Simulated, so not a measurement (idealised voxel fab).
Title: Process Module voxel double patterning
This is section cut - it's 290 nm across, gridded in 5 nm square cells.
For the purposes of this document, a cross-section shall be understood as a grid of square cells, specified as bands listed in top-to-bottom order, each band consisting of one or more rows of cells.
In this notation a band is specified by the heights of its top and bottom, in that order and in nm, after which its materials appear from left to right, each paired with its width in nm. The word "everywhere" attached to a single material means that material fills the band from edge to edge; the word "blank" stands for empty space.
Beneath 0, the wafer as received is one material, and that level is where height counting begins. The lowest band goes on downward without a bottom; it is written like "0..down".
A width such as "30..40" changes by the same amount from each row of cells to the next, from the band's top row to its bottom row.
Basically "stayed the same" means that step didn't change any cell in the cross-section.
"Enclosed void entries" contains a list of empty spaces, each no smaller than 8 cells and without an open way to the top, written in the form width x height at distance with the distance from the left edge and all three in nm.
It should be noted that, on the line of a given step, the content following the step's settings is a remark produced by the simulator itself with respect to that step.
overlay nm: right-of-plan distance of the mask on a masked step; negative values mean left-of-plan.

-- This section lists the process steps that were planned
1 RECEIVE,material Si
2 CONFORMAL_DEP,material SiO2,thk nm 5
3 DIRECTIONAL_DEP,material polySi,thk nm 10
4 DIRECTIONAL_DEP,material SiCN,thk nm 5
5 PATTERN,tone open,mask id FIRST,material resist,width nm 15,pitch nm 50,thk nm 20,overlay nm 0
6 DIRECTIONAL_ETCH,etch materials SiCN,depth nm 5
7 STRIP,etch materials resist
8 PATTERN,tone open,mask id SECOND,material resist,width nm 15,thk nm 15,overlay nm -15
9 DIRECTIONAL_ETCH,etch materials SiCN,depth nm 5
10 STRIP,etch materials resist
11 DIRECTIONAL_ETCH,etch materials polySi,depth nm 10
12 STRIP,etch materials SiCN
varied across the wafers: overlay nm of step 8. The plan shows the first wafer's value. All wafers start alike

-- Cross-sectional view of the first of several wafers in the as-received condition, corresponding to the state following step 1
  0..down | Si everywhere
  Enclosed void entries: none

-- First wafer of several, cross-section, module end, after step 12 (last)
  15..5 | polySi 110 nm; blank 25 nm; polySi 25 nm; blank 15 nm; polySi 115 nm
  5..0 | SiO2 everywhere
  0..down | Si everywhere
  Enclosed void entries: none

-- Module end, final wafer: cross-section
  15..5 | polySi 110 nm; blank 15 nm; polySi 25 nm; blank 25 nm; polySi 115 nm
  5..0 | SiO2 everywhere
  0..down | Si everywhere
  Enclosed void entries: none

-- Wafer rows, end of module: cells per material gained (+) or lost (-) since receipt; closed voids last
overlay nm -15 | +58 SiO2 | +100 polySi | Enclosed void entries: none
overlay nm -10 | +58 SiO2 | +98 polySi | Enclosed void entries: none
overlay nm -5 | +58 SiO2 | +98 polySi | Enclosed void entries: none
overlay nm 0 | +58 SiO2 | +98 polySi | Enclosed void entries: none
overlay nm 5 | +58 SiO2 | +98 polySi | Enclosed void entries: none
overlay nm 10 | +58 SiO2 | +98 polySi | Enclosed void entries: none
overlay nm 15 | +58 SiO2 | +100 polySi | Enclosed void entries: none
